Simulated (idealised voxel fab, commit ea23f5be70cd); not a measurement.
process module | voxel spacer lines
cross-section cut | 220 nm wide | cells 5 nm
A cross-section is a grid of square cells, given in bands from the top down. A band is one or more rows of cells.
Each band's line starts with the height of the band's top and of its bottom, in nm. Then come its materials from left to right, each with its width in nm. One material with "throughout" fills the band from edge to edge. "air" is empty space.
Height 0 is the level under which the wafer as received is all one material. The lowest band goes on downwards, as in "0 down".
A width such as "30 to 40" changes by the same amount from each row of cells to the next, from the band's top row to its bottom row.
"no change" after a step means that no cell of the cross-section changed.
closed voids: empty space of 8 cells or more with no open way to the top, each as width x height at its distance from the left edge, in nm
after a step's settings: what the simulator itself notes on the step
overlay nm, on a step with a mask: how far to the right of its planned place the mask lay; to the left if negative
plan
1 op RECEIVE | material Si
2 op CONFORMAL_DEP | material Al2O3 | thk nm 5
3 op DIRECTIONAL_DEP | material TiN | thk nm 20
4 op DIRECTIONAL_DEP | material polySi | thk nm 10
5 op PATTERN | tone cover | mask id MANDREL | material resist | width nm 15 | pitch nm 60 | thk nm 25 | overlay nm 0
6 op DIRECTIONAL_ETCH | etch materials polySi | depth nm 20
7 op STRIP | etch materials resist
8 op CONFORMAL_DEP | material SiN | thk nm 15
9 op DIRECTIONAL_ETCH | etch materials SiN | depth nm 15
10 op STRIP | etch materials polySi
11 op DIRECTIONAL_ETCH | etch materials TiN | depth nm 20
12 op STRIP | etch materials SiN
varied across the wafers: thk nm of step 4. The plan shows the first wafer's value. All wafers start alike
first wafer as received, after step 1
  0 down: Si throughout
  closed voids: none
first wafer at the end, after step 12
  25 to 5: air 55 | TiN 15 | air 15 | TiN 15 | air 15 | TiN 15 | air 15 | TiN 15 | air 60
  5 to 0: Al2O3 throughout
  0 down: Si throughout
  closed voids: none
last wafer at the end
  5 to 0: Al2O3 throughout
  0 down: Si throughout
  closed voids: none
each wafer at the end: cells of each material gained (+) or lost (-) since it was received, then its closed voids
thk nm 10 | +44 Al2O3 | +48 TiN | closed voids: none
thk nm 15 | +44 Al2O3 | +48 TiN | closed voids: none
thk nm 20 | +44 Al2O3 | +48 TiN | closed voids: none
thk nm 25 | +44 Al2O3 | closed voids: none
thk nm 30 | +44 Al2O3 | closed voids: none
thk nm 35 | +44 Al2O3 | closed voids: none
